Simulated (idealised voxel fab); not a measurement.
Herein follows the process module entitled voxel self aligned contacts.
Section cut is 300 nm wide and gridded with 5 nm square cells.
Format of a cross-section: grid, square cells. Given as bands. Order: top down. Band: one or more rows of cells.
Each band's line starts with the height of the band's top and of its bottom, in nm. Then come its materials from left to right, each with its width in nm. One material with "full width" fills the band from edge to edge. "air" is empty space.
Convention: height 0 is the level below which the wafer, as received, is all one material. The lowest band does not terminate at the bottom but continues downward, represented as "z 0 and below".
Graded width ("30 to 40"): value in top row of band = first number; value in bottom row = second number; row-to-row change constant.
It should be understood that the words "identical to before", when stated for a given step, signify that the cross-section underwent no change in any of its cells during that step.
For the entry "Sealed cavities", the listed items are empty spaces with no open way to the top whose size is 8 cells or more; each item follows the pattern width x height at distance, where distance is from the left edge and all three are in nm.
If you see something after the settings on a step's line, that's the simulator's own remark about that step.
When a step includes a mask, the "overlay nm" setting on its line states how far to the right of its planned place that mask lay, and negative values state how far to the left.

## Set out below are the planned steps of the process
| 1 | RECEIVE [material Si] |
| 2 | CONFORMAL_DEP [material SiO2] [thk nm 5] |
| 3 | DIRECTIONAL_DEP [material polySi] [thk nm 25] |
| 4 | DIRECTIONAL_DEP [material SiN] [thk nm 20] |
| 5 | DIRECTIONAL_DEP [material aC] [thk nm 10] |
| 6 | PATTERN [tone cover] [mask id GATE] [material resist] [width nm 25] [pitch nm 55] [thk nm 30] [overlay nm 0] |
| 7 | DIRECTIONAL_ETCH [etch materials aC] [depth nm 10] |
| 8 | STRIP [etch materials resist] |
| 9 | DIRECTIONAL_ETCH [etch materials SiN] [depth nm 20] |
| 10 | DIRECTIONAL_ETCH [etch materials polySi] [depth nm 25] |
| 11 | STRIP [etch materials aC] |
| 12 | CONFORMAL_DEP [material SiN] [thk nm 5] |
| 13 | DIRECTIONAL_ETCH [etch materials SiN] [depth nm 5] |
| 14 | FILL_DEP [material SiO2] [thk nm 10] |
| 15 | CMP [height nm 55] |
| 16 | MASKED_ETCH [tone open] [mask id CONTACT] [width nm 40] [pitch nm 55] [etch materials SiO2] [depth nm 55] [overlay nm 0] |
| 17 | CONFORMAL_DEP [material TiN] [thk nm 5] |
| 18 | FILL_DEP [material W] [thk nm 5] |
| 19 | CMP [height nm 55] |
| 20 | CONFORMAL_DEP [material SiCN] [thk nm 5] |

## So this is the incoming wafer in cross-section - it's already been through step 1
  z 0 and below: Si full width
  Sealed cavities: none

## End-of-module cross-section of the first of two wafers, processed as planned
  z 60 to 55: SiCN full width
  z 55 to 50: SiO2 100 | TiN 15 | W 10 | TiN 15 | SiO2 15 | TiN 15 | W 10 | TiN 15 | SiO2 105
  z 50 to 30: SiO2 75 | SiN 35 | TiN 5 | W 10 | TiN 5 | SiN 35 | TiN 5 | W 10 | TiN 5 | SiN 35 | SiO2 80
  z 30 to 5: SiO2 75 | SiN 5 | polySi 25 | SiN 5 | TiN 5 | W 10 | TiN 5 | SiN 5 | polySi 25 | SiN 5 | TiN 5 | W 10 | TiN 5 | SiN 5 | polySi 25 | SiN 5 | SiO2 80
  z 5 to 0: SiO2 110 | TiN 20 | SiO2 35 | TiN 20 | SiO2 115
  z 0 and below: Si full width
  Sealed cavities: none

## So this is wafer number two of the two, cut at the end of the module - it started where the first did and had the same plan, we just got one thing wrong running it
  z 60 to 55: SiCN full width
  z 55 to 50: SiO2 100 | TiN 15 | W 15 | TiN 10 | SiO2 15 | TiN 15 | W 15 | TiN 10 | SiO2 105
  z 50 to 30: SiO2 80 | SiN 30 | TiN 5 | W 15 | TiN 5 | SiN 30 | TiN 5 | W 15 | TiN 5 | SiN 30 | SiO2 80
  z 30 to 5: SiO2 80 | SiN 5 | polySi 20 | SiN 5 | TiN 5 | W 15 | TiN 5 | SiN 5 | polySi 20 | SiN 5 | TiN 5 | W 15 | TiN 5 | SiN 5 | polySi 20 | SiN 5 | SiO2 80
  z 5 to 0: SiO2 110 | TiN 25 | SiO2 30 | TiN 25 | SiO2 110
  z 0 and below: Si full width
  Sealed cavities: none
Error vs. plan: step 6 went in with a setting other than planned; the actual run was PATTERN [tone cover] [mask id GATE] [material resist] [width nm 20] [pitch nm 55] [thk nm 30] [overlay nm 0]
Once processing is complete, comparing cell counts shows that the second wafer has more or fewer of certain materials than the first: -12 SiN | +7 SiO2 | +20 W | -15 polySi
